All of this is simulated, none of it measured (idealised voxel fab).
voxel double patterning: a process module
Shown is cross-section cut, with a width of 290 nm and square cells of size 5 nm.
Square cells in a grid make up a cross-section in this document, and the grid is given as bands, listed from the top down, each one or more rows of cells.
Heads up on the band format: heights come first, top then bottom, in nm. After that it's the materials left to right, each with its width in nm. A single material flagged "all across" fills the whole band edge to edge, and "air" means there's empty space there.
Basically, 0 is our baseline, since under it the wafer straight out of the box is all one material. The bottom band has no lower end and keeps on going down, so it looks like "0..down".
Per-row width for "30->40": begins at first number (top row of band), ends at second number (bottom row), increment between rows held constant.
"nothing was modified" means the step left every cell of the cross-section as it was.
The entry "Listed closed voids" lists the empty spaces that cover at least 8 cells and have no open path to the top. Each is written as width x height at distance, where the distance is measured from the left edge and all three values are in nm.
The remark found on a step's line after its settings is issued by the simulator itself and pertains to that step.
A step's line can hold "overlay nm"; with a mask on that step, the setting says how far right of the planned place the mask lay, while a negative setting says it lay to the left.
# The process steps that were planned are listed below
1: op RECEIVE | material Si
2: op CONFORMAL_DEP | material SiO2 | thk nm 5
3: op DIRECTIONAL_DEP | material TiN | thk nm 20
4: op DIRECTIONAL_DEP | material SiCN | thk nm 10
5: op DIRECTIONAL_DEP | material aC | thk nm 10
6: op PATTERN | tone open | mask id FIRST | material resist | width nm 15 | pitch nm 50 | thk nm 25 | overlay nm 0
7: op DIRECTIONAL_ETCH | etch materials aC | depth nm 10
8: op STRIP | etch materials resist
9: op DIRECTIONAL_ETCH | etch materials SiCN | depth nm 10
10: op STRIP | etch materials aC
11: op DIRECTIONAL_DEP | material aC | thk nm 15
12: op PATTERN | tone open | mask id SECOND | material resist | width nm 15 | pitch nm 50 | thk nm 35 | overlay nm 0
13: op DIRECTIONAL_ETCH | etch materials aC | depth nm 15
14: op STRIP | etch materials resist
15: op DIRECTIONAL_ETCH | etch materials SiCN | depth nm 10
16: op STRIP | etch materials aC
17: op DIRECTIONAL_ETCH | etch materials TiN | depth nm 20
18: op STRIP | etch materials SiCN
# The following pertains to the first of two wafers, which was processed as planned
# This is the cross-section of the wafer as we received it, i.e. after step 1
  0..down = Si all across
  Listed closed voids: none
# Step 2 done - wafer cross-section
  5..0 = SiO2 all across
  Unchanged below 0.
# Step 3 done - wafer cross-section
  25..5 = TiN all across
  Unchanged below 5.
# Step 4 done - wafer cross-section
  35..25 = SiCN all across
  Unchanged below 25.
# Step 5 done - wafer cross-section
  45..35 = aC all across
  Unchanged below 35.
# Step 6 done - wafer cross-section
  70..45 = 85 resist; 15 air; 35 resist; 15 air; 35 resist; 15 air; 90 resist
  Unchanged below 45.
# Step 7 done - wafer cross-section
  60..45 = 85 resist; 15 air; 35 resist; 15 air; 35 resist; 15 air; 90 resist
  45..35 = 85 aC; 15 air; 35 aC; 15 air; 35 aC; 15 air; 90 aC
  Unchanged below 35.
# Step 8 done - wafer cross-section
  45..35 = 85 aC; 15 air; 35 aC; 15 air; 35 aC; 15 air; 90 aC
  Unchanged below 35.
# Step 9 done - wafer cross-section
  45..35 = 85 aC; 15 air; 35 aC; 15 air; 35 aC; 15 air; 90 aC
  35..25 = 85 SiCN; 15 air; 35 SiCN; 15 air; 35 SiCN; 15 air; 90 SiCN
  Unchanged below 25.
# Step 10 done - wafer cross-section
  35..25 = 85 SiCN; 15 air; 35 SiCN; 15 air; 35 SiCN; 15 air; 90 SiCN
  Unchanged below 25.
# Step 11 done - wafer cross-section
  50..40 = 85 aC; 15 air; 35 aC; 15 air; 35 aC; 15 air; 90 aC
  40..35 = aC all across
  35..25 = 85 SiCN; 15 aC; 35 SiCN; 15 aC; 35 SiCN; 15 aC; 90 SiCN
  Unchanged below 25.
# Step 12 done - wafer cross-section
  85..50 = 110 resist; 15 air; 35 resist; 15 air; 115 resist
  50..40 = 85 aC; 15 resist; 35 aC; 15 resist; 35 aC; 15 resist; 90 aC
  Unchanged below 40.
# Step 13 done - wafer cross-section
  70..50 = 110 resist; 15 air; 35 resist; 15 air; 115 resist
  50..40 = 85 aC; 15 resist; 10 aC; 15 air; 10 aC; 15 resist; 10 aC; 15 air; 10 aC; 15 resist; 90 aC
  40..35 = 110 aC; 15 air; 35 aC; 15 air; 115 aC
  Unchanged below 35.
# Step 14 done - wafer cross-section
  50..40 = 85 aC; 15 air; 10 aC; 15 air; 10 aC; 15 air; 10 aC; 15 air; 10 aC; 15 air; 90 aC
  Unchanged below 40.
# Step 15 done - wafer cross-section
  50..40 = 85 aC; 15 air; 10 aC; 15 air; 10 aC; 15 air; 10 aC; 15 air; 10 aC; 15 air; 90 aC
  40..35 = 110 aC; 15 air; 35 aC; 15 air; 115 aC
  35..25 = 85 SiCN; 15 aC; 10 SiCN; 15 air; 10 SiCN; 15 aC; 10 SiCN; 15 air; 10 SiCN; 15 aC; 90 SiCN
  Unchanged below 25.
# Step 16 done - wafer cross-section
  35..25 = 85 SiCN; 15 air; 10 SiCN; 15 air; 10 SiCN; 15 air; 10 SiCN; 15 air; 10 SiCN; 15 air; 90 SiCN
  Unchanged below 25.
# Step 17 done - wafer cross-section
  35..25 = 85 SiCN; 15 air; 10 SiCN; 15 air; 10 SiCN; 15 air; 10 SiCN; 15 air; 10 SiCN; 15 air; 90 SiCN
  25..5 = 85 TiN; 15 air; 10 TiN; 15 air; 10 TiN; 15 air; 10 TiN; 15 air; 10 TiN; 15 air; 90 TiN
  Unchanged below 5.
# Step 18 done - wafer cross-section
  25..5 = 85 TiN; 15 air; 10 TiN; 15 air; 10 TiN; 15 air; 10 TiN; 15 air; 10 TiN; 15 air; 90 TiN
  Unchanged below 5.
# Wafer two of the pair: same origin, same plan, one error during the run; identical to wafer one up to and including step 11
# Cross-section of the second wafer corresponding to the planned conclusion of step 12
  85..50 = 110 air; 15 resist; 35 air; 15 resist; 115 air
  Unchanged below 50.
# Cross-section of the second wafer corresponding to the planned conclusion of step 13
  70..50 = 110 air; 15 resist; 35 air; 15 resist; 115 air
  50..35 = 110 air; 15 aC; 35 air; 15 aC; 115 air
  35..25 = 85 SiCN; 15 air; 35 SiCN; 15 air; 35 SiCN; 15 air; 90 SiCN
  Unchanged below 25.
# Cross-section of the second wafer corresponding to the planned conclusion of step 14
  50..35 = 110 air; 15 aC; 35 air; 15 aC; 115 air
  Unchanged below 35.
# Cross-section of the second wafer corresponding to the planned conclusion of step 15
  50..35 = 110 air; 15 aC; 35 air; 15 aC; 115 air
  35..25 = 110 air; 15 SiCN; 35 air; 15 SiCN; 115 air
  Unchanged below 25.
# Cross-section of the second wafer corresponding to the planned conclusion of step 16
  35..25 = 110 air; 15 SiCN; 35 air; 15 SiCN; 115 air
  Unchanged below 25.
# Cross-section of the second wafer corresponding to the planned conclusion of step 17
  35..25 = 110 air; 15 SiCN; 35 air; 15 SiCN; 115 air
  25..5 = 110 air; 15 TiN; 35 air; 15 TiN; 115 air
  Unchanged below 5.
# Cross-section of the second wafer corresponding to the planned conclusion of step 18
  25..5 = 110 air; 15 TiN; 35 air; 15 TiN; 115 air
  Unchanged below 5.
Where did the run depart from the plan? the process deviated at step 12: the operation and settings actually run there were op PATTERN | tone cover | mask id SECOND | material resist | width nm 15 | pitch nm 50 | thk nm 35 | overlay nm 0
FYI, end of process, the second wafer has more or fewer cells of some materials than the first: TiN: 148 fewer
